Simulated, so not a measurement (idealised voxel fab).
Process module heading - voxel capacitor over wiring
cross-section cut | 300 nm wide | cells 5 nm
Cross-section spec: square-cell grid; bands listed top down; each band is one or more rows. Heights first: top, then bottom, in nm. Then materials, left to right, each with a width in nm. "full width" on a single material: fills the band edge to edge. "empty": empty space. Heads up on the height convention: 0 is the point under which the incoming wafer is all one material, and the lowest band has no bottom, it just keeps going down, like "0 -> down". Read "30->40" as a graded width: first number on top, second number at the bottom, same change between each pair of neighbouring rows. Given "same as before" for a step, no cell of the cross-section differs between before and after that step. Closed-off voids of 8+ cells (no open route to the top) go in "Closed void register", written width x height at distance from the left edge, in nm. If you see something after the settings on a step's line, that's the simulator's own remark about that step. Each step line may optionally specify "overlay nm", which for a step with a mask gives the rightward distance between the mask's planned place and where it lay, a negative value indicating the leftward direction.
### Below is the list of planned process steps
step 1: RECEIVE: material Si
step 2: CONFORMAL_DEP: material SiO2, thk nm 10
step 3: DIRECTIONAL_DEP: material TiN, thk nm 5
step 4: DIRECTIONAL_DEP: material W, thk nm 20
step 5: DIRECTIONAL_DEP: material aC, thk nm 10
step 6: PATTERN: tone cover, mask id METAL_1, material resist, width nm 20, pitch nm 85, thk nm 30, overlay nm 0
step 7: DIRECTIONAL_ETCH: etch materials aC, depth nm 10
step 8: STRIP: etch materials resist
step 9: DIRECTIONAL_ETCH: etch materials W, depth nm 20
step 10: DIRECTIONAL_ETCH: etch materials TiN, depth nm 5
step 11: STRIP: etch materials aC
step 12: CONFORMAL_DEP: material SiN, thk nm 5
step 13: FILL_DEP: material lowk, thk nm 10
step 14: CMP: height nm 35
step 15: CONFORMAL_DEP: material SiCN, thk nm 5
step 16: DIRECTIONAL_DEP: material SiO2, thk nm 20
step 17: MASKED_ETCH: tone open, mask id PLUG_1, width nm 15, etch materials SiO2, depth nm 20, overlay nm 0
step 18: MASKED_ETCH: tone open, mask id PLUG_1, width nm 15, etch materials SiCN, depth nm 5, overlay nm 0
step 19: CONFORMAL_DEP: material TiN, thk nm 5
step 20: FILL_DEP: material Cu, thk nm 5
step 21: CMP: height nm 60
step 22: DIRECTIONAL_DEP: material TiN, thk nm 5
step 23: DIRECTIONAL_DEP: material Al2O3, thk nm 5
step 24: DIRECTIONAL_DEP: material TiN, thk nm 10
step 25: DIRECTIONAL_DEP: material aC, thk nm 15
step 26: PATTERN: tone cover, mask id UPPER_PLATE, material resist, width nm 70, thk nm 35, overlay nm 0
step 27: DIRECTIONAL_ETCH: etch materials aC, depth nm 15
step 28: STRIP: etch materials resist
step 29: DIRECTIONAL_ETCH: etch materials TiN, depth nm 10
step 30: DIRECTIONAL_ETCH: etch materials Al2O3, depth nm 5
step 31: STRIP: etch materials aC
step 32: DIRECTIONAL_DEP: material aC, thk nm 10
step 33: PATTERN: tone cover, mask id LOWER_PLATE, material resist, width nm 80, thk nm 30, overlay nm 0
step 34: DIRECTIONAL_ETCH: etch materials aC, depth nm 10
step 35: STRIP: etch materials resist
step 36: DIRECTIONAL_ETCH: etch materials TiN, depth nm 5
step 37: STRIP: etch materials aC
step 38: FILL_DEP: material SiO2, thk nm 15
step 39: CMP: height nm 90
step 40: PATTERN: tone open, mask id PLUG_2, material resist, width nm 15, thk nm 20, overlay nm 0
step 41: DIRECTIONAL_ETCH: etch materials SiO2, depth nm 10
step 42: STRIP: etch materials resist
step 43: CONFORMAL_DEP: material TiN, thk nm 5
step 44: FILL_DEP: material Ru, thk nm 5
step 45: CMP: height nm 90
step 46: CONFORMAL_DEP: material SiN, thk nm 5
### Concerning the first of two wafers, which was run in accordance with the plan
### So this is the incoming wafer in cross-section - it's already been through step 1
* 0 -> down | Si full width
* Closed void register: none
### Upon completion of step 2, the wafer appears in cross-section as shown
* 10 -> 0 | SiO2 full width
* For the remainder of the cross-section, below 0, there is no change.
### Upon completion of step 3, the wafer appears in cross-section as shown
* 15 -> 10 | TiN full width
* For the remainder of the cross-section, below 10, there is no change.
### Upon completion of step 4, the wafer appears in cross-section as shown
* 35 -> 15 | W full width
* For the remainder of the cross-section, below 15, there is no change.
### Upon completion of step 5, the wafer appears in cross-section as shown
* 45 -> 35 | aC full width
* For the remainder of the cross-section, below 35, there is no change.
### Upon completion of step 6, the wafer appears in cross-section as shown
* 75 -> 45 | empty 95; resist 20; empty 65; resist 20; empty 100
* For the remainder of the cross-section, below 45, there is no change.
### Upon completion of step 7, the wafer appears in cross-section as shown
* 65 -> 45 | empty 95; resist 20; empty 65; resist 20; empty 100
* 45 -> 35 | empty 95; aC 20; empty 65; aC 20; empty 100
* For the remainder of the cross-section, below 35, there is no change.
### Upon completion of step 8, the wafer appears in cross-section as shown
* 45 -> 35 | empty 95; aC 20; empty 65; aC 20; empty 100
* For the remainder of the cross-section, below 35, there is no change.
### Upon completion of step 9, the wafer appears in cross-section as shown
* 45 -> 35 | empty 95; aC 20; empty 65; aC 20; empty 100
* 35 -> 15 | empty 95; W 20; empty 65; W 20; empty 100
* For the remainder of the cross-section, below 15, there is no change.
### Upon completion of step 10, the wafer appears in cross-section as shown
* 45 -> 35 | empty 95; aC 20; empty 65; aC 20; empty 100
* 35 -> 15 | empty 95; W 20; empty 65; W 20; empty 100
* 15 -> 10 | empty 95; TiN 20; empty 65; TiN 20; empty 100
* For the remainder of the cross-section, below 10, there is no change.
### Upon completion of step 11, the wafer appears in cross-section as shown
* 35 -> 15 | empty 95; W 20; empty 65; W 20; empty 100
* For the remainder of the cross-section, below 15, there is no change.
### Upon completion of step 12, the wafer appears in cross-section as shown
* 40 -> 35 | empty 90; SiN 30; empty 55; SiN 30; empty 95
* 35 -> 15 | empty 90; SiN 5; W 20; SiN 5; empty 55; SiN 5; W 20; SiN 5; empty 95
* 15 -> 10 | SiN 95; TiN 20; SiN 65; TiN 20; SiN 100
* For the remainder of the cross-section, below 10, there is no change.
### Upon completion of step 13, the wafer appears in cross-section as shown
* 50 -> 40 | lowk full width
* 40 -> 35 | lowk 90; SiN 30; lowk 55; SiN 30; lowk 95
* 35 -> 15 | lowk 90; SiN 5; W 20; SiN 5; lowk 55; SiN 5; W 20; SiN 5; lowk 95
* For the remainder of the cross-section, below 15, there is no change.
### Upon completion of step 14, the wafer appears in cross-section as shown
* 35 -> 15 | lowk 90; SiN 5; W 20; SiN 5; lowk 55; SiN 5; W 20; SiN 5; lowk 95
* For the remainder of the cross-section, below 15, there is no change.
### Upon completion of step 15, the wafer appears in cross-section as shown
* 40 -> 35 | SiCN full width
* For the remainder of the cross-section, below 35, there is no change.
### Upon completion of step 16, the wafer appears in cross-section as shown
* 60 -> 40 | SiO2 full width
* For the remainder of the cross-section, below 40, there is no change.
### Upon completion of step 17, the wafer appears in cross-section as shown
* 60 -> 40 | SiO2 100; empty 15; SiO2 185
* For the remainder of the cross-section, below 40, there is no change.
### Upon completion of step 18, the wafer appears in cross-section as shown
* 60 -> 40 | SiO2 100; empty 15; SiO2 185
* 40 -> 35 | SiCN 100; empty 15; SiCN 185
* For the remainder of the cross-section, below 35, there is no change.
### Upon completion of step 19, the wafer appears in cross-section as shown
* 65 -> 60 | TiN 105; empty 5; TiN 190
* 60 -> 40 | SiO2 100; TiN 5; empty 5; TiN 5; SiO2 185
* 40 -> 35 | SiCN 100; TiN 15; SiCN 185
* For the remainder of the cross-section, below 35, there is no change.
### Upon completion of step 20, the wafer appears in cross-section as shown
* 70 -> 65 | Cu full width
* 65 -> 60 | TiN 105; Cu 5; TiN 190
* 60 -> 40 | SiO2 100; TiN 5; Cu 5; TiN 5; SiO2 185
* For the remainder of the cross-section, below 40, there is no change.
### Upon completion of step 21, the wafer appears in cross-section as shown
* 60 -> 40 | SiO2 100; TiN 5; Cu 5; TiN 5; SiO2 185
* For the remainder of the cross-section, below 40, there is no change.
### Upon completion of step 22, the wafer appears in cross-section as shown
* 65 -> 60 | TiN full width
* For the remainder of the cross-section, below 60, there is no change.
### Upon completion of step 23, the wafer appears in cross-section as shown
* 70 -> 65 | Al2O3 full width
* For the remainder of the cross-section, below 65, there is no change.
### Upon completion of step 24, the wafer appears in cross-section as shown
* 80 -> 70 | TiN full width
* For the remainder of the cross-section, below 70, there is no change.
### Upon completion of step 25, the wafer appears in cross-section as shown
* 95 -> 80 | aC full width
* For the remainder of the cross-section, below 80, there is no change.
### Upon completion of step 26, the wafer appears in cross-section as shown
* 130 -> 95 | empty 100; resist 70; empty 130
* For the remainder of the cross-section, below 95, there is no change.
### Upon completion of step 27, the wafer appears in cross-section as shown
* 115 -> 95 | empty 100; resist 70; empty 130
* 95 -> 80 | empty 100; aC 70; empty 130
* For the remainder of the cross-section, below 80, there is no change.
### Upon completion of step 28, the wafer appears in cross-section as shown
* 95 -> 80 | empty 100; aC 70; empty 130
* For the remainder of the cross-section, below 80, there is no change.
### Upon completion of step 29, the wafer appears in cross-section as shown
* 95 -> 80 | empty 100; aC 70; empty 130
* 80 -> 70 | empty 100; TiN 70; empty 130
* For the remainder of the cross-section, below 70, there is no change.
### Upon completion of step 30, the wafer appears in cross-section as shown
* 95 -> 80 | empty 100; aC 70; empty 130
* 80 -> 70 | empty 100; TiN 70; empty 130
* 70 -> 65 | empty 100; Al2O3 70; empty 130
* For the remainder of the cross-section, below 65, there is no change.
### Upon completion of step 31, the wafer appears in cross-section as shown
* 80 -> 70 | empty 100; TiN 70; empty 130
* For the remainder of the cross-section, below 70, there is no change.
### Upon completion of step 32, the wafer appears in cross-section as shown
* 90 -> 80 | empty 100; aC 70; empty 130
* 80 -> 75 | empty 100; TiN 70; empty 130
* 75 -> 70 | aC 100; TiN 70; aC 130
* 70 -> 65 | aC 100; Al2O3 70; aC 130
* For the remainder of the cross-section, below 65, there is no change.
### Upon completion of step 33, the wafer appears in cross-section as shown
* 120 -> 90 | empty 95; resist 80; empty 125
* 90 -> 80 | empty 95; resist 5; aC 70; resist 5; empty 125
* 80 -> 75 | empty 95; resist 5; TiN 70; resist 5; empty 125
* For the remainder of the cross-section, below 75, there is no change.
### Upon completion of step 34, the wafer appears in cross-section as shown
* 110 -> 90 | empty 95; resist 80; empty 125
* 90 -> 80 | empty 95; resist 5; aC 70; resist 5; empty 125
* 80 -> 75 | empty 95; resist 5; TiN 70; resist 5; empty 125
* 75 -> 70 | empty 95; aC 5; TiN 70; aC 5; empty 125
* 70 -> 65 | empty 95; aC 5; Al2O3 70; aC 5; empty 125
* For the remainder of the cross-section, below 65, there is no change.
### Upon completion of step 35, the wafer appears in cross-section as shown
* 90 -> 80 | empty 100; aC 70; empty 130
* 80 -> 75 | empty 100; TiN 70; empty 130
* For the remainder of the cross-section, below 75, there is no change.
### Upon completion of step 36, the wafer appears in cross-section as shown
* 90 -> 80 | empty 100; aC 70; empty 130
* 80 -> 75 | empty 100; TiN 70; empty 130
* 75 -> 70 | empty 95; aC 5; TiN 70; aC 5; empty 125
* 70 -> 65 | empty 95; aC 5; Al2O3 70; aC 5; empty 125
* 65 -> 60 | empty 95; TiN 80; empty 125
* For the remainder of the cross-section, below 60, there is no change.
### Upon completion of step 37, the wafer appears in cross-section as shown
* 80 -> 70 | empty 100; TiN 70; empty 130
* 70 -> 65 | empty 100; Al2O3 70; empty 130
* For the remainder of the cross-section, below 65, there is no change.
### Upon completion of step 38, the wafer appears in cross-section as shown
* 95 -> 80 | SiO2 full width
* 80 -> 70 | SiO2 100; TiN 70; SiO2 130
* 70 -> 65 | SiO2 100; Al2O3 70; SiO2 130
* 65 -> 60 | SiO2 95; TiN 80; SiO2 125
* For the remainder of the cross-section, below 60, there is no change.
### Upon completion of step 39, the wafer appears in cross-section as shown
* 90 -> 80 | SiO2 full width
* For the remainder of the cross-section, below 80, there is no change.
### Upon completion of step 40, the wafer appears in cross-section as shown
* 110 -> 90 | resist 110; empty 15; resist 175
* For the remainder of the cross-section, below 90, there is no change.
### Upon completion of step 41, the wafer appears in cross-section as shown
* 110 -> 90 | resist 110; empty 15; resist 175
* 90 -> 80 | SiO2 110; empty 15; SiO2 175
* For the remainder of the cross-section, below 80, there is no change.
### Upon completion of step 42, the wafer appears in cross-section as shown
* 90 -> 80 | SiO2 110; empty 15; SiO2 175
* For the remainder of the cross-section, below 80, there is no change.
### Upon completion of step 43, the wafer appears in cross-section as shown
* 95 -> 90 | TiN 115; empty 5; TiN 180
* 90 -> 85 | SiO2 110; TiN 5; empty 5; TiN 5; SiO2 175
* 85 -> 80 | SiO2 110; TiN 15; SiO2 175
* For the remainder of the cross-section, below 80, there is no change.
### Upon completion of step 44, the wafer appears in cross-section as shown
* 100 -> 95 | Ru full width
* 95 -> 90 | TiN 115; Ru 5; TiN 180
* 90 -> 85 | SiO2 110; TiN 5; Ru 5; TiN 5; SiO2 175
* For the remainder of the cross-section, below 85, there is no change.
### Upon completion of step 45, the wafer appears in cross-section as shown
* 90 -> 85 | SiO2 110; TiN 5; Ru 5; TiN 5; SiO2 175
* For the remainder of the cross-section, below 85, there is no change.
### Upon completion of step 46, the wafer appears in cross-section as shown
* 95 -> 90 | SiN full width
* For the remainder of the cross-section, below 90, there is no change.
### second wafer: like start, like plan, one mistake. Through step 16 it matches the first wafer
### Cross-sectional representation of the second wafer at the time designated in the plan for the completion of step 17
* 60 -> 40 | SiO2 100; empty 15; SiO2 185
* For the remainder of the cross-section, below 40, there is no change.
### Cross-sectional representation of the second wafer at the time designated in the plan for the completion of step 18
* 60 -> 40 | SiO2 100; empty 15; SiO2 185
* 40 -> 35 | SiCN 100; empty 15; SiCN 185
* For the remainder of the cross-section, below 35, there is no change.
### Cross-sectional representation of the second wafer at the time designated in the plan for the completion of step 19
* 65 -> 60 | TiN 105; empty 5; TiN 190
* 60 -> 40 | SiO2 100; TiN 5; empty 5; TiN 5; SiO2 185
* 40 -> 35 | SiCN 100; TiN 15; SiCN 185
* For the remainder of the cross-section, below 35, there is no change.
### Cross-sectional representation of the second wafer at the time designated in the plan for the completion of step 20
* 70 -> 65 | Cu full width
* 65 -> 60 | TiN 105; Cu 5; TiN 190
* 60 -> 40 | SiO2 100; TiN 5; Cu 5; TiN 5; SiO2 185
* For the remainder of the cross-section, below 40, there is no change.
### Cross-sectional representation of the second wafer at the time designated in the plan for the completion of step 21
* 60 -> 40 | SiO2 100; TiN 5; Cu 5; TiN 5; SiO2 185
* For the remainder of the cross-section, below 40, there is no change.
### Cross-sectional representation of the second wafer at the time designated in the plan for the completion of step 22
* 65 -> 60 | TiN full width
* For the remainder of the cross-section, below 60, there is no change.
### Cross-sectional representation of the second wafer at the time designated in the plan for the completion of step 23
* 70 -> 65 | Al2O3 full width
* For the remainder of the cross-section, below 65, there is no change.
### Cross-sectional representation of the second wafer at the time designated in the plan for the completion of step 24
* 80 -> 70 | TiN full width
* For the remainder of the cross-section, below 70, there is no change.
### Cross-sectional representation of the second wafer at the time designated in the plan for the completion of step 25
* 95 -> 80 | aC full width
* For the remainder of the cross-section, below 80, there is no change.
### Cross-sectional representation of the second wafer at the time designated in the plan for the completion of step 26
* 130 -> 95 | empty 100; resist 70; empty 130
* For the remainder of the cross-section, below 95, there is no change.
### Cross-sectional representation of the second wafer at the time designated in the plan for the completion of step 27
* 115 -> 95 | empty 100; resist 70; empty 130
* 95 -> 80 | empty 100; aC 70; empty 130
* For the remainder of the cross-section, below 80, there is no change.
### Cross-sectional representation of the second wafer at the time designated in the plan for the completion of step 28
* 95 -> 80 | empty 100; aC 70; empty 130
* For the remainder of the cross-section, below 80, there is no change.
### Cross-sectional representation of the second wafer at the time designated in the plan for the completion of step 29
* 95 -> 80 | empty 100; aC 70; empty 130
* 80 -> 70 | empty 100; TiN 70; empty 130
* For the remainder of the cross-section, below 70, there is no change.
### Cross-sectional representation of the second wafer at the time designated in the plan for the completion of step 30
* 95 -> 80 | empty 100; aC 70; empty 130
* 80 -> 70 | empty 100; TiN 70; empty 130
* 70 -> 65 | empty 100; Al2O3 70; empty 130
* For the remainder of the cross-section, below 65, there is no change.
### Cross-sectional representation of the second wafer at the time designated in the plan for the completion of step 31
* 80 -> 70 | empty 100; TiN 70; empty 130
* For the remainder of the cross-section, below 70, there is no change.
### Cross-sectional representation of the second wafer at the time designated in the plan for the completion of step 32
* 90 -> 80 | empty 100; aC 70; empty 130
* 80 -> 75 | empty 100; TiN 70; empty 130
* 75 -> 70 | aC 100; TiN 70; aC 130
* 70 -> 65 | aC 100; Al2O3 70; aC 130
* For the remainder of the cross-section, below 65, there is no change.
### Cross-sectional representation of the second wafer at the time designated in the plan for the completion of step 33
* 120 -> 90 | empty 95; resist 80; empty 125
* 90 -> 80 | empty 95; resist 5; aC 70; resist 5; empty 125
* 80 -> 75 | empty 95; resist 5; TiN 70; resist 5; empty 125
* For the remainder of the cross-section, below 75, there is no change.
### Cross-sectional representation of the second wafer at the time designated in the plan for the completion of step 34
* 110 -> 90 | empty 95; resist 80; empty 125
* 90 -> 80 | empty 95; resist 5; aC 70; resist 5; empty 125
* 80 -> 75 | empty 95; resist 5; TiN 70; resist 5; empty 125
* 75 -> 70 | empty 95; aC 5; TiN 70; aC 5; empty 125
* 70 -> 65 | empty 95; aC 5; Al2O3 70; aC 5; empty 125
* For the remainder of the cross-section, below 65, there is no change.
### Cross-sectional representation of the second wafer at the time designated in the plan for the completion of step 35
* 90 -> 80 | empty 100; aC 70; empty 130
* 80 -> 75 | empty 100; TiN 70; empty 130
* For the remainder of the cross-section, below 75, there is no change.
### Cross-sectional representation of the second wafer at the time designated in the plan for the completion of step 36
* 90 -> 80 | empty 100; aC 70; empty 130
* 80 -> 75 | empty 100; TiN 70; empty 130
* 75 -> 70 | empty 95; aC 5; TiN 70; aC 5; empty 125
* 70 -> 65 | empty 95; aC 5; Al2O3 70; aC 5; empty 125
* 65 -> 60 | empty 95; TiN 80; empty 125
* For the remainder of the cross-section, below 60, there is no change.
### Cross-sectional representation of the second wafer at the time designated in the plan for the completion of step 37
* 80 -> 70 | empty 100; TiN 70; empty 130
* 70 -> 65 | empty 100; Al2O3 70; empty 130
* For the remainder of the cross-section, below 65, there is no change.
### Cross-sectional representation of the second wafer at the time designated in the plan for the completion of step 38
* 95 -> 80 | SiO2 full width
* 80 -> 70 | SiO2 100; TiN 70; SiO2 130
* 70 -> 65 | SiO2 100; Al2O3 70; SiO2 130
* 65 -> 60 | SiO2 95; TiN 80; SiO2 125
* For the remainder of the cross-section, below 60, there is no change.
### Cross-sectional representation of the second wafer at the time designated in the plan for the completion of step 39
* 90 -> 80 | SiO2 full width
* For the remainder of the cross-section, below 80, there is no change.
### Cross-sectional representation of the second wafer at the time designated in the plan for the completion of step 40
* 110 -> 90 | resist 110; empty 15; resist 175
* For the remainder of the cross-section, below 90, there is no change.
### Cross-sectional representation of the second wafer at the time designated in the plan for the completion of step 41
* 110 -> 90 | resist 110; empty 15; resist 175
* 90 -> 80 | SiO2 110; empty 15; SiO2 175
* For the remainder of the cross-section, below 80, there is no change.
### Cross-sectional representation of the second wafer at the time designated in the plan for the completion of step 42
* 90 -> 80 | SiO2 110; empty 15; SiO2 175
* For the remainder of the cross-section, below 80, there is no change.
### Cross-sectional representation of the second wafer at the time designated in the plan for the completion of step 43
* 95 -> 90 | TiN 115; empty 5; TiN 180
* 90 -> 85 | SiO2 110; TiN 5; empty 5; TiN 5; SiO2 175
* 85 -> 80 | SiO2 110; TiN 15; SiO2 175
* For the remainder of the cross-section, below 80, there is no change.
### Cross-sectional representation of the second wafer at the time designated in the plan for the completion of step 44
* 100 -> 95 | Ru full width
* 95 -> 90 | TiN 115; Ru 5; TiN 180
* 90 -> 85 | SiO2 110; TiN 5; Ru 5; TiN 5; SiO2 175
* For the remainder of the cross-section, below 85, there is no change.
### Cross-sectional representation of the second wafer at the time designated in the plan for the completion of step 45
* 90 -> 85 | SiO2 110; TiN 5; Ru 5; TiN 5; SiO2 175
* For the remainder of the cross-section, below 85, there is no change.
### Cross-sectional representation of the second wafer at the time designated in the plan for the completion of step 46
* 95 -> 90 | SiN full width
* For the remainder of the cross-section, below 90, there is no change.
Want to know what went wrong? step 17 of the plan was performed twice
The mistake has no effect on what this model computes, because the two wafers end with the same cross-section.
